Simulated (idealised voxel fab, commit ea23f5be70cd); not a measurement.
Name of the process module below: voxel quadruple lines
Shown is cross-section cut, with a width of 255 nm and square cells of size 5 nm.
The cross-sections in this document take the form of a grid made of square cells. They are written out as bands, in order from top to bottom. Each band consists of one or more rows of cells. Top, bottom (nm), then materials left to right with widths (nm); lone material tagged "edge to edge" fills the whole band edge to edge; "blank" = empty space. Height reference: 0 = level under which incoming wafer is all one material. Lowest band: no bottom, runs on downward, e.g. "z 0 and below". Read "30..40" as a graded width: first number on top, second number at the bottom, same change between each pair of neighbouring rows. "nothing changed" -> step changed no cross-section cell. For the entry "Unvented cavities", the listed items are empty spaces with no open way to the top whose size is 8 cells or more; each item follows the pattern width x height at distance, where distance is from the left edge and all three are in nm. Past the settings on a step's line: simulator remark, on that step. "overlay nm" answers the question of how far to the right of plan the mask lay on a step that has a mask, and when it is negative the answer is to the left.

Plan:
1. RECEIVE [material Si]
2. CONFORMAL_DEP [material Al2O3] [thk nm 10]
3. DIRECTIONAL_DEP [material W] [thk nm 15]
4. DIRECTIONAL_DEP [material polySi] [thk nm 15]
5. DIRECTIONAL_DEP [material aC] [thk nm 20]
6. PATTERN [tone cover] [mask id MANDREL] [material resist] [width nm 30] [thk nm 30] [overlay nm 0]
7. DIRECTIONAL_ETCH [etch materials aC] [depth nm 20]
8. STRIP [etch materials resist]
9. CONFORMAL_DEP [material SiO2] [thk nm 10]
10. DIRECTIONAL_ETCH [etch materials SiO2] [depth nm 10]
11. STRIP [etch materials aC]
12. DIRECTIONAL_ETCH [etch materials polySi] [depth nm 15]
13. STRIP [etch materials SiO2]
14. CONFORMAL_DEP [material SiN] [thk nm 10]
15. DIRECTIONAL_ETCH [etch materials SiN] [depth nm 10]
16. STRIP [etch materials polySi]
17. DIRECTIONAL_ETCH [etch materials W] [depth nm 15]
18. STRIP [etch materials SiN]

Here's what the wafer looked like in cross-section when it arrived - that's after step 1:
  z 0 and below: Si edge to edge
  Unvented cavities: none

Starting wafer: above. Plan: above. Run: one mistake. Cross-section after the module: below:
  z 40 to 25: blank: 90 / W: 10 / blank: 10 / W: 10 / blank: 10 / W: 10 / blank: 10 / W: 10 / blank: 95
  z 25 to 10: W edge to edge
  z 10 to 0: Al2O3 edge to edge
  z 0 and below: Si edge to edge
  Unvented cavities: none
Here's what went sideways: heads up, step 3 of the plan got done twice
